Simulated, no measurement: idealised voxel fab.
process module | voxel self aligned contacts
FYI the section here is cut, 165 nm wide, cells are 5 nm squares.
This document writes a cross-section as a grid whose cells are square, and gives it as bands, listed from the top down; one or more rows of cells form a band.
Each band's line starts with the height of the band's top and of its bottom, in nm. Then come its materials from left to right, each with its width in nm. One material with "edge to edge" fills the band from edge to edge. "blank" is empty space.
Height datum 0, below which the as-received substrate wafer is one material. Lowest band open at the bottom, running downward: "0 down".
A width given as "30..40" starts at the first number in the band's top row and ends at the second number in its bottom row, shifting by an equal amount at every step from row to row.
Where the words "nothing altered" appear for a step, the cross-section shows no cell changed by that step; every cell remained as before.
Listed in "Enclosed void inventory": every empty space of 8 or more cells without an open way to the top. Form: width x height at distance, the distance being from the left edge, all in nm.
Past the settings on a step's line: simulator remark, on that step.
Among the settings permitted on a step's line is "overlay nm"; applied to a step with a mask, it specifies the extent to which the mask lay to the right of its planned position, whereas a negative figure signifies a position to the left.

[Steps planned for the process]
1. RECEIVE,material Si
2. OXIDIZE,depth nm 5
3. DIRECTIONAL_DEP,material polySi,thk nm 30
4. DIRECTIONAL_DEP,material SiN,thk nm 20
5. DIRECTIONAL_DEP,material aC,thk nm 15
6. PATTERN,tone cover,mask id GATE,material resist,width nm 35,pitch nm 70,thk nm 30,overlay nm 0
7. DIRECTIONAL_ETCH,etch materials aC,depth nm 15
8. STRIP,etch materials resist
9. DIRECTIONAL_ETCH,etch materials SiN,depth nm 20
10. DIRECTIONAL_ETCH,etch materials polySi,depth nm 30
11. STRIP,etch materials aC
12. CONFORMAL_DEP,material SiN,thk nm 10
13. DIRECTIONAL_ETCH,etch materials SiN,depth nm 10
14. FILL_DEP,material SiO2,thk nm 15
15. CMP,height nm 60
16. DIRECTIONAL_DEP,material aC,thk nm 15
17. PATTERN,tone open,mask id CONTACT,material resist,width nm 45,thk nm 30,overlay nm 0
18. DIRECTIONAL_ETCH,etch materials aC,depth nm 15
19. STRIP,etch materials resist
20. DIRECTIONAL_ETCH,etch materials SiO2,depth nm 65
21. STRIP,etch materials aC
22. CONFORMAL_DEP,material TiN,thk nm 5
23. FILL_DEP,material Ru,thk nm 10
24. CMP,height nm 60
25. CONFORMAL_DEP,material SiCN,thk nm 5

[Cross-section of the incoming wafer, state after step 1]
    0 down | Si edge to edge
    Enclosed void inventory: none

[End state of the module in cross-section, given the above starting point and plan and one mistake in execution]
    65 to 60 | SiCN edge to edge
    60 to 55 | 60 nm SiO2, then 5 nm TiN, then 35 nm Ru, then 5 nm TiN, then 60 nm SiO2
    55 to 50 | 60 nm SiO2, then 45 nm TiN, then 60 nm SiO2
    50 to 30 | 40 nm SiN, then 15 nm SiO2, then 55 nm SiN, then 15 nm SiO2, then 40 nm SiN
    30 to 0 | 30 nm polySi, then 10 nm SiN, then 15 nm SiO2, then 10 nm SiN, then 35 nm polySi, then 10 nm SiN, then 15 nm SiO2, then 10 nm SiN, then 30 nm polySi
    0 to -5 | SiO2 edge to edge
    -5 down | Si edge to edge
    Enclosed void inventory: none
Processing error: off-plan run, step 6, actual operation and settings PATTERN,tone open,mask id GATE,material resist,width nm 35,pitch nm 70,thk nm 30,overlay nm 0
